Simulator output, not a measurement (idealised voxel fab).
Presented below is a process module, voxel released beams.
Each square cell in cross-section cut measures 5 nm, and the section as a whole is 245 nm wide.
Format of a cross-section: grid, square cells. Given as bands. Order: top down. Band: one or more rows of cells.
Within each band entry, the heights of the top and of the bottom of the band appear first, in that order and in nm; the materials of the band then follow from left to right, each with its corresponding width in nm. The designation "full width" on a single material indicates that it fills the band from edge to edge; the designation "blank" indicates empty space.
The level at which height equals 0 is the one under which the wafer, as it arrives, is entirely one material. No lower edge exists for the bottom band, which continues downward and is notated as in "0 -> down".
With a width like "30->40", each row of cells in the band differs from the next by the same amount, the top row carrying the first number and the bottom row the second.
Where the words "same as before" appear for a step, the cross-section shows no cell changed by that step; every cell remained as before.
In the "Closed cavity list" entry, you get each enclosed empty space of 8 cells or more, one with no open way to the top, written width x height at distance, distance from the left edge, in nm.
Anything after a step's settings on that line? It's the simulator's own note about the step.
overlay nm: right-of-plan distance of the mask on a masked step; negative values mean left-of-plan.
PROCESS STEPS - PLAN
step 1: RECEIVE | material Si
step 2: CONFORMAL_DEP | material SiN | thk nm 5
step 3: DIRECTIONAL_DEP | material SiO2 | thk nm 20
step 4: MASKED_ETCH | tone open | mask id ANCHOR | width nm 25 | etch materials SiO2 | depth nm 20 | overlay nm 0
step 5: CONFORMAL_DEP | material TiN | thk nm 10
step 6: DIRECTIONAL_DEP | material aC | thk nm 15
step 7: PATTERN | tone cover | mask id BEAM | material resist | width nm 100 | thk nm 30 | overlay nm 0
step 8: DIRECTIONAL_ETCH | etch materials aC | depth nm 15
step 9: STRIP | etch materials resist
step 10: DIRECTIONAL_ETCH | etch materials TiN | depth nm 10
step 11: STRIP | etch materials aC
step 12: STRIP | etch materials SiO2
FIRST WAFER OF TWO (RUN AS PLANNED)
AS RECEIVED (POST STEP 1): CROSS-SECTION
  0 -> down | Si full width
  Closed cavity list: none
STATE OF THE WAFER AFTER STEP 2, SHOWN IN CROSS-SECTION
  5 -> 0 | SiN full width
  Nothing below the height 0 has changed.
STATE OF THE WAFER AFTER STEP 3, SHOWN IN CROSS-SECTION
  25 -> 5 | SiO2 full width
  Nothing below the height 5 has changed.
STATE OF THE WAFER AFTER STEP 4, SHOWN IN CROSS-SECTION
  25 -> 5 | SiO2 (75), then blank (25), then SiO2 (145)
  Nothing below the height 5 has changed.
STATE OF THE WAFER AFTER STEP 5, SHOWN IN CROSS-SECTION
  35 -> 25 | TiN (85), then blank (5), then TiN (155)
  25 -> 15 | SiO2 (75), then TiN (10), then blank (5), then TiN (10), then SiO2 (145)
  15 -> 5 | SiO2 (75), then TiN (25), then SiO2 (145)
  Nothing below the height 5 has changed.
STATE OF THE WAFER AFTER STEP 6, SHOWN IN CROSS-SECTION
  50 -> 35 | aC (85), then blank (5), then aC (155)
  35 -> 30 | TiN (85), then blank (5), then TiN (155)
  30 -> 25 | TiN (85), then aC (5), then TiN (155)
  25 -> 15 | SiO2 (75), then TiN (10), then aC (5), then TiN (10), then SiO2 (145)
  Nothing below the height 15 has changed.
STATE OF THE WAFER AFTER STEP 7, SHOWN IN CROSS-SECTION
  80 -> 50 | blank (70), then resist (100), then blank (75)
  50 -> 35 | aC (85), then resist (5), then aC (155)
  35 -> 30 | TiN (85), then resist (5), then TiN (155)
  Nothing below the height 30 has changed.
STATE OF THE WAFER AFTER STEP 8, SHOWN IN CROSS-SECTION
  65 -> 50 | blank (70), then resist (100), then blank (75)
  50 -> 35 | blank (70), then aC (15), then resist (5), then aC (80), then blank (75)
  Nothing below the height 35 has changed.
STATE OF THE WAFER AFTER STEP 9, SHOWN IN CROSS-SECTION
  50 -> 35 | blank (70), then aC (15), then blank (5), then aC (80), then blank (75)
  35 -> 30 | TiN (85), then blank (5), then TiN (155)
  Nothing below the height 30 has changed.
STATE OF THE WAFER AFTER STEP 10, SHOWN IN CROSS-SECTION
  50 -> 35 | blank (70), then aC (15), then blank (5), then aC (80), then blank (75)
  35 -> 30 | blank (70), then TiN (15), then blank (5), then TiN (80), then blank (75)
  30 -> 25 | blank (70), then TiN (15), then aC (5), then TiN (80), then blank (75)
  Nothing below the height 25 has changed.
STATE OF THE WAFER AFTER STEP 11, SHOWN IN CROSS-SECTION
  35 -> 25 | blank (70), then TiN (15), then blank (5), then TiN (80), then blank (75)
  25 -> 15 | SiO2 (75), then TiN (10), then blank (5), then TiN (10), then SiO2 (145)
  Nothing below the height 15 has changed.
STATE OF THE WAFER AFTER STEP 12, SHOWN IN CROSS-SECTION
  35 -> 25 | blank (70), then TiN (15), then blank (5), then TiN (80), then blank (75)
  25 -> 15 | blank (75), then TiN (10), then blank (5), then TiN (10), then blank (145)
  15 -> 5 | blank (75), then TiN (25), then blank (145)
  Nothing below the height 5 has changed.
SECOND WAFER: LIKE START, LIKE PLAN, ONE MISTAKE. THROUGH STEP 1 IT MATCHES THE FIRST WAFER
SECOND WAFER PROFILE IN SECTION, AT THE MOMENT STEP 2 OF THE PLAN WAS MEANT TO BE COMPLETE
  5 -> 0 | aC full width
  Nothing below the height 0 has changed.
SECOND WAFER PROFILE IN SECTION, AT THE MOMENT STEP 3 OF THE PLAN WAS MEANT TO BE COMPLETE
  25 -> 5 | SiO2 full width
  Nothing below the height 5 has changed.
SECOND WAFER PROFILE IN SECTION, AT THE MOMENT STEP 4 OF THE PLAN WAS MEANT TO BE COMPLETE
  25 -> 5 | SiO2 (75), then blank (25), then SiO2 (145)
  Nothing below the height 5 has changed.
SECOND WAFER PROFILE IN SECTION, AT THE MOMENT STEP 5 OF THE PLAN WAS MEANT TO BE COMPLETE
  35 -> 25 | TiN (85), then blank (5), then TiN (155)
  25 -> 15 | SiO2 (75), then TiN (10), then blank (5), then TiN (10), then SiO2 (145)
  15 -> 5 | SiO2 (75), then TiN (25), then SiO2 (145)
  Nothing below the height 5 has changed.
SECOND WAFER PROFILE IN SECTION, AT THE MOMENT STEP 6 OF THE PLAN WAS MEANT TO BE COMPLETE
  50 -> 35 | aC (85), then blank (5), then aC (155)
  35 -> 30 | TiN (85), then blank (5), then TiN (155)
  30 -> 25 | TiN (85), then aC (5), then TiN (155)
  25 -> 15 | SiO2 (75), then TiN (10), then aC (5), then TiN (10), then SiO2 (145)
  Nothing below the height 15 has changed.
SECOND WAFER PROFILE IN SECTION, AT THE MOMENT STEP 7 OF THE PLAN WAS MEANT TO BE COMPLETE
  80 -> 50 | blank (70), then resist (100), then blank (75)
  50 -> 35 | aC (85), then resist (5), then aC (155)
  35 -> 30 | TiN (85), then resist (5), then TiN (155)
  Nothing below the height 30 has changed.
SECOND WAFER PROFILE IN SECTION, AT THE MOMENT STEP 8 OF THE PLAN WAS MEANT TO BE COMPLETE
  65 -> 50 | blank (70), then resist (100), then blank (75)
  50 -> 35 | blank (70), then aC (15), then resist (5), then aC (80), then blank (75)
  Nothing below the height 35 has changed.
SECOND WAFER PROFILE IN SECTION, AT THE MOMENT STEP 9 OF THE PLAN WAS MEANT TO BE COMPLETE
  50 -> 35 | blank (70), then aC (15), then blank (5), then aC (80), then blank (75)
  35 -> 30 | TiN (85), then blank (5), then TiN (155)
  Nothing below the height 30 has changed.
SECOND WAFER PROFILE IN SECTION, AT THE MOMENT STEP 10 OF THE PLAN WAS MEANT TO BE COMPLETE
  50 -> 35 | blank (70), then aC (15), then blank (5), then aC (80), then blank (75)
  35 -> 30 | blank (70), then TiN (15), then blank (5), then TiN (80), then blank (75)
  30 -> 25 | blank (70), then TiN (15), then aC (5), then TiN (80), then blank (75)
  Nothing below the height 25 has changed.
SECOND WAFER PROFILE IN SECTION, AT THE MOMENT STEP 11 OF THE PLAN WAS MEANT TO BE COMPLETE
  35 -> 25 | blank (70), then TiN (15), then blank (5), then TiN (80), then blank (75)
  25 -> 15 | SiO2 (75), then TiN (10), then blank (5), then TiN (10), then SiO2 (145)
  Nothing below the height 15 has changed.
SECOND WAFER PROFILE IN SECTION, AT THE MOMENT STEP 12 OF THE PLAN WAS MEANT TO BE COMPLETE
  35 -> 25 | blank (70), then TiN (15), then blank (5), then TiN (80), then blank (75)
  25 -> 15 | blank (75), then TiN (10), then blank (5), then TiN (10), then blank (145)
  15 -> 5 | blank (75), then TiN (25), then blank (145)
  Nothing below the height 5 has changed.
Diagnosis: note that step 2 departed from the planned setting and was carried out as CONFORMAL_DEP | material aC | thk nm 5
End check, counted in cells, second wafer has more or fewer of these materials than the first: 49 fewer of SiN | 49 more of aC
